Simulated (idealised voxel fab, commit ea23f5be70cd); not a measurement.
Process module name: voxel spacer lines
Section cut is 240 nm wide and gridded with 5 nm square cells.
The cross-sections in this document take the form of a grid made of square cells. They are written out as bands, in order from top to bottom. Each band consists of one or more rows of cells. Basically the band line says how high the top is and how high the bottom is, in nm, and then what's in it from left to right, every material with its width in nm. Empty space shows up as "blank", and if a single material carries "throughout" it runs the full band edge to edge. Heights from 0 (as-received wafer is one material below). Bottom band endless downward, as "0 -> down". Quick explanation for "30 to 40": the width changes in equal steps down the rows of cells, from the first number in the band's top row to the second number in its bottom row. Step note "remained unchanged" = no cross-section cell changed. "Enclosed internal cavities" specifies each empty space that is not open to the top and that occupies no fewer than 8 cells, using the form width x height at distance, the distance measured from the left edge and all three quantities in nm. Read whatever lies past the settings on a step's line as the simulator's own remark about the step. A step line may carry the setting "overlay nm", which, for steps involving a mask, states the distance by which the mask lay to the right of its intended position; negative values denote displacement to the left.

Process steps (planned)
1 RECEIVE: material Si
2 CONFORMAL_DEP: material SiO2, thk nm 5
3 DIRECTIONAL_DEP: material TiN, thk nm 20
4 DIRECTIONAL_DEP: material aC, thk nm 20
5 PATTERN: tone cover, mask id MANDREL, material resist, width nm 20, pitch nm 70, thk nm 30, overlay nm 0
6 DIRECTIONAL_ETCH: etch materials aC, depth nm 20
7 STRIP: etch materials resist
8 CONFORMAL_DEP: material SiN, thk nm 15
9 DIRECTIONAL_ETCH: etch materials SiN, depth nm 15
10 STRIP: etch materials aC
11 DIRECTIONAL_ETCH: etch materials TiN, depth nm 20
12 STRIP: etch materials SiN
13 FILL_DEP: material SiO2, thk nm 5
14 CMP: height nm 25

Shown in cross-section is the wafer as received, that is, as it stands after step 1
    0 -> down = Si throughout
    Enclosed internal cavities: none

Starting wafer: above. Plan: above. Run: one mistake. Cross-section after the module: below
    25 -> 5 = SiO2 60; TiN 15; SiO2 25; TiN 15; SiO2 15; TiN 15; SiO2 25; TiN 15; SiO2 55
    5 -> 0 = SiO2 throughout
    0 -> down = Si throughout
    Enclosed internal cavities: none
Here's what went sideways: contrary to plan, step 5 was performed as PATTERN: tone cover, mask id MANDREL, material resist, width nm 25, pitch nm 70, thk nm 30, overlay nm 0
